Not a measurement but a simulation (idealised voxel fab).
The document below concerns the process module designated voxel ribs on slabs.
Cross-section cut: width 290 nm, square cells of 5 nm.
Throughout this document, each cross-section is represented as a grid of square cells and is presented as a sequence of bands enumerated from the top downward, where a band comprises one or more rows of cells.
In this notation a band is specified by the heights of its top and bottom, in that order and in nm, after which its materials appear from left to right, each paired with its width in nm. The word "full width" attached to a single material means that material fills the band from edge to edge; the word "empty" stands for empty space.
Height 0 is the level under which the wafer as received is all one material. The lowest band goes on downwards, as in "0 nm and below".
A width such as "30 to 40" changes by the same amount from each row of cells to the next, from the band's top row to its bottom row.
Key: "no alteration" - step with no changed cell in the cross-section.
You'll see "Fully closed voids" listing empty spaces that have no way open to the top, as long as they're 8 cells or more; the notation is width x height at distance, where the distance is from the left edge, and all of it is in nm.
Heads up: the bit after the settings on a step's line is the simulator's remark on that step.
overlay nm: for a step with a mask, the amount by which the mask lay right of where it was planned; a negative amount means left of it.
# Steps planned for the process
1,RECEIVE, material Si
2,DIRECTIONAL_DEP, material SiO2, thk nm 25
3,DIRECTIONAL_DEP, material polySi, thk nm 20
4,PATTERN, tone cover, mask id RIB, material resist, width nm 20, thk nm 15, overlay nm 0
5,DIRECTIONAL_ETCH, etch materials polySi, depth nm 15
6,STRIP, etch materials resist
7,PATTERN, tone cover, mask id SLAB, material resist, width nm 80, thk nm 15, overlay nm 0
8,DIRECTIONAL_ETCH, etch materials polySi, depth nm 5
9,STRIP, etch materials resist
10,FILL_DEP, material SiO2, thk nm 15
11,CMP, height nm 55
12,DIRECTIONAL_DEP, material W, thk nm 10
13,MASKED_ETCH, tone cover, mask id HEATER, width nm 30, etch materials W, depth nm 10, overlay nm 0
14,CONFORMAL_DEP, material SiN, thk nm 5
# First of two wafers, processed according to plan
# As-received wafer cross-section (after step 1)
  0 nm and below = Si full width
  Fully closed voids: none
# Once step 2 is through, the wafer looks like this in cross-section
  25 nm to 0 nm = SiO2 full width
  Lower than 0, everything is as it was.
# Once step 3 is through, the wafer looks like this in cross-section
  45 nm to 25 nm = polySi full width
  Lower than 25, everything is as it was.
# Once step 4 is through, the wafer looks like this in cross-section
  60 nm to 45 nm = 135 empty | 20 resist | 135 empty
  Lower than 45, everything is as it was.
# Once step 5 is through, the wafer looks like this in cross-section
  60 nm to 45 nm = 135 empty | 20 resist | 135 empty
  45 nm to 30 nm = 135 empty | 20 polySi | 135 empty
  Lower than 30, everything is as it was.
# Once step 6 is through, the wafer looks like this in cross-section
  45 nm to 30 nm = 135 empty | 20 polySi | 135 empty
  Lower than 30, everything is as it was.
# Once step 7 is through, the wafer looks like this in cross-section
  60 nm to 45 nm = 105 empty | 80 resist | 105 empty
  45 nm to 30 nm = 105 empty | 30 resist | 20 polySi | 30 resist | 105 empty
  Lower than 30, everything is as it was.
# Once step 8 is through, the wafer looks like this in cross-section
  60 nm to 45 nm = 105 empty | 80 resist | 105 empty
  45 nm to 30 nm = 105 empty | 30 resist | 20 polySi | 30 resist | 105 empty
  30 nm to 25 nm = 105 empty | 80 polySi | 105 empty
  Lower than 25, everything is as it was.
# Once step 9 is through, the wafer looks like this in cross-section
  45 nm to 30 nm = 135 empty | 20 polySi | 135 empty
  Lower than 30, everything is as it was.
# Once step 10 is through, the wafer looks like this in cross-section
  60 nm to 45 nm = SiO2 full width
  45 nm to 30 nm = 135 SiO2 | 20 polySi | 135 SiO2
  30 nm to 25 nm = 105 SiO2 | 80 polySi | 105 SiO2
  Lower than 25, everything is as it was.
# Once step 11 is through, the wafer looks like this in cross-section
  55 nm to 45 nm = SiO2 full width
  Lower than 45, everything is as it was.
# Once step 12 is through, the wafer looks like this in cross-section
  65 nm to 55 nm = W full width
  Lower than 55, everything is as it was.
# Once step 13 is through, the wafer looks like this in cross-section
  65 nm to 55 nm = 130 empty | 30 W | 130 empty
  Lower than 55, everything is as it was.
# Once step 14 is through, the wafer looks like this in cross-section
  70 nm to 65 nm = 125 empty | 40 SiN | 125 empty
  65 nm to 60 nm = 125 empty | 5 SiN | 30 W | 5 SiN | 125 empty
  60 nm to 55 nm = 130 SiN | 30 W | 130 SiN
  Lower than 55, everything is as it was.
# What follows concerns the second wafer, which started out like the first and was meant to follow the very same plan; one mistake crept in when it was run, but everything up to and including step 2 is the same as for the first wafer
# At the planned end of step 3, the second wafer in cross-section
  65 nm to 25 nm = polySi full width
  Lower than 25, everything is as it was.
# At the planned end of step 4, the second wafer in cross-section
  80 nm to 65 nm = 135 empty | 20 resist | 135 empty
  Lower than 65, everything is as it was.
# At the planned end of step 5, the second wafer in cross-section
  80 nm to 65 nm = 135 empty | 20 resist | 135 empty
  65 nm to 50 nm = 135 empty | 20 polySi | 135 empty
  Lower than 50, everything is as it was.
# At the planned end of step 6, the second wafer in cross-section
  65 nm to 50 nm = 135 empty | 20 polySi | 135 empty
  Lower than 50, everything is as it was.
# At the planned end of step 7, the second wafer in cross-section
  80 nm to 65 nm = 105 empty | 80 resist | 105 empty
  65 nm to 50 nm = 105 empty | 30 resist | 20 polySi | 30 resist | 105 empty
  Lower than 50, everything is as it was.
# At the planned end of step 8, the second wafer in cross-section
  80 nm to 65 nm = 105 empty | 80 resist | 105 empty
  65 nm to 50 nm = 105 empty | 30 resist | 20 polySi | 30 resist | 105 empty
  50 nm to 45 nm = 105 empty | 80 polySi | 105 empty
  Lower than 45, everything is as it was.
# At the planned end of step 9, the second wafer in cross-section
  65 nm to 50 nm = 135 empty | 20 polySi | 135 empty
  Lower than 50, everything is as it was.
# At the planned end of step 10, the second wafer in cross-section
  80 nm to 65 nm = SiO2 full width
  65 nm to 50 nm = 135 SiO2 | 20 polySi | 135 SiO2
  50 nm to 45 nm = 105 SiO2 | 80 polySi | 105 SiO2
  Lower than 45, everything is as it was.
# At the planned end of step 11, the second wafer in cross-section
  55 nm to 45 nm = 135 to 105 SiO2 | 20 to 80 polySi | 135 to 105 SiO2
  Lower than 45, everything is as it was.
# At the planned end of step 12, the second wafer in cross-section
  65 nm to 55 nm = W full width
  Lower than 55, everything is as it was.
# At the planned end of step 13, the second wafer in cross-section
  65 nm to 55 nm = 130 empty | 30 W | 130 empty
  Lower than 55, everything is as it was.
# At the planned end of step 14, the second wafer in cross-section
  70 nm to 65 nm = 125 empty | 40 SiN | 125 empty
  65 nm to 60 nm = 125 empty | 5 SiN | 30 W | 5 SiN | 125 empty
  60 nm to 55 nm = 130 SiN | 30 W | 130 SiN
  Lower than 55, everything is as it was.
So what did we get wrong on this run? twice, step 3 of the plan was run
The final cell counts differ between the wafers, with the second having more or fewer of some materials than the first: 224 fewer of SiO2 | 224 more of polySi
